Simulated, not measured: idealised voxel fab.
Name of the process module below: voxel air gaps
It is cross-section cut that appears here, measuring 185 nm in width, its square cells being 5 nm in size.
Each cross-section below is a grid of square cells, stated as bands in top-down order, with one or more rows of cells making up each band. Per band: top height and bottom height in nm, followed by the left-to-right materials and their widths in nm; "full width" marks a single material spanning edge to edge, "air" marks empty space. Heights are reckoned from 0. Under this level, the received wafer is all of one material. The bottommost band is open-ended downward, for example "0 -> down". Quick explanation for "30 to 40": the width changes in equal steps down the rows of cells, from the first number in the band's top row to the second number in its bottom row. Key: "changes: none" - step with no changed cell in the cross-section. Closed empty spaces (no open way to the top) of 8 cells or more are what "Closed void entries" lists, each as width x height at distance from the left edge, nm for all three. after a step's settings: what the simulator itself notes on the step. "overlay nm" answers the question of how far to the right of plan the mask lay on a step that has a mask, and when it is negative the answer is to the left.

## The planned process steps are enumerated hereunder
1,RECEIVE: material Si
2,CONFORMAL_DEP: material SiO2, thk nm 15
3,CONFORMAL_DEP: material SiCN, thk nm 5
4,DIRECTIONAL_DEP: material lowk, thk nm 40
5,DIRECTIONAL_DEP: material aC, thk nm 10
6,PATTERN: tone open, mask id LINES, material resist, width nm 20, pitch nm 45, thk nm 30, overlay nm 0
7,DIRECTIONAL_ETCH: etch materials aC, depth nm 10
8,STRIP: etch materials resist
9,DIRECTIONAL_ETCH: etch materials lowk, depth nm 40
10,STRIP: etch materials aC
11,CONFORMAL_DEP: material TiN, thk nm 5
12,FILL_DEP: material Cu, thk nm 10
13,CMP: height nm 60
14,EPI: material Ru, thk nm 10
15,SELECTIVE_ETCH: etch materials lowk, depth nm 50
16,CONFORMAL_DEP: material SiCN, thk nm 5

## So this is the incoming wafer in cross-section - it's already been through step 1
  0 -> down = Si full width
  Closed void entries: none

## End-of-module cross-section of the first of two wafers, processed as planned
  75 -> 70 = air 20, then SiCN 140, then air 25
  70 -> 60 = air 20, then SiCN 5, then Ru 40, then SiCN 5, then Ru 40, then SiCN 5, then Ru 40, then SiCN 5, then air 25
  60 -> 55 = air 20, then SiCN 15, then TiN 5, then Cu 10, then TiN 5, then SiCN 25, then TiN 5, then Cu 10, then TiN 5, then SiCN 25, then TiN 5, then Cu 10, then TiN 5, then SiCN 15, then air 25
  55 -> 25 = air 30, then SiCN 5, then TiN 5, then Cu 10, then TiN 5, then SiCN 5, then air 15, then SiCN 5, then TiN 5, then Cu 10, then TiN 5, then SiCN 5, then air 15, then SiCN 5, then TiN 5, then Cu 10, then TiN 5, then SiCN 5, then air 35
  25 -> 20 = SiCN 35, then TiN 20, then SiCN 25, then TiN 20, then SiCN 25, then TiN 20, then SiCN 40
  20 -> 15 = SiCN full width
  15 -> 0 = SiO2 full width
  0 -> down = Si full width
  Closed void entries: 15 x 30 at 60; 15 x 30 at 105

## This cross-section belongs to the second wafer of two at the end of the module; the start and the plan were shared with the first, and the run included one mistake
  75 -> 70 = SiCN full width
  70 -> 60 = Ru full width
  60 -> 25 = Cu 30, then TiN 5, then lowk 20, then TiN 5, then Cu 15, then TiN 5, then lowk 20, then TiN 5, then Cu 15, then TiN 5, then lowk 20, then TiN 5, then Cu 35
  25 -> 20 = TiN 35, then lowk 20, then TiN 25, then lowk 20, then TiN 25, then lowk 20, then TiN 40
  20 -> 15 = SiCN full width
  15 -> 0 = SiO2 full width
  0 -> down = Si full width
  Closed void entries: none
So what did we get wrong on this run? in deviation from the planned setting, step 6 was conducted as PATTERN: tone cover, mask id LINES, material resist, width nm 20, pitch nm 45, thk nm 30, overlay nm 0
Per the end-of-run cell counts, the second wafer holds more or fewer of some materials than the first: 91 more of Cu, 26 more of Ru, 76 fewer of SiCN, 13 more of TiN, 96 more of lowk
Ultimately, the number of closed voids is 2 in the first wafer and 0 in the second wafer.
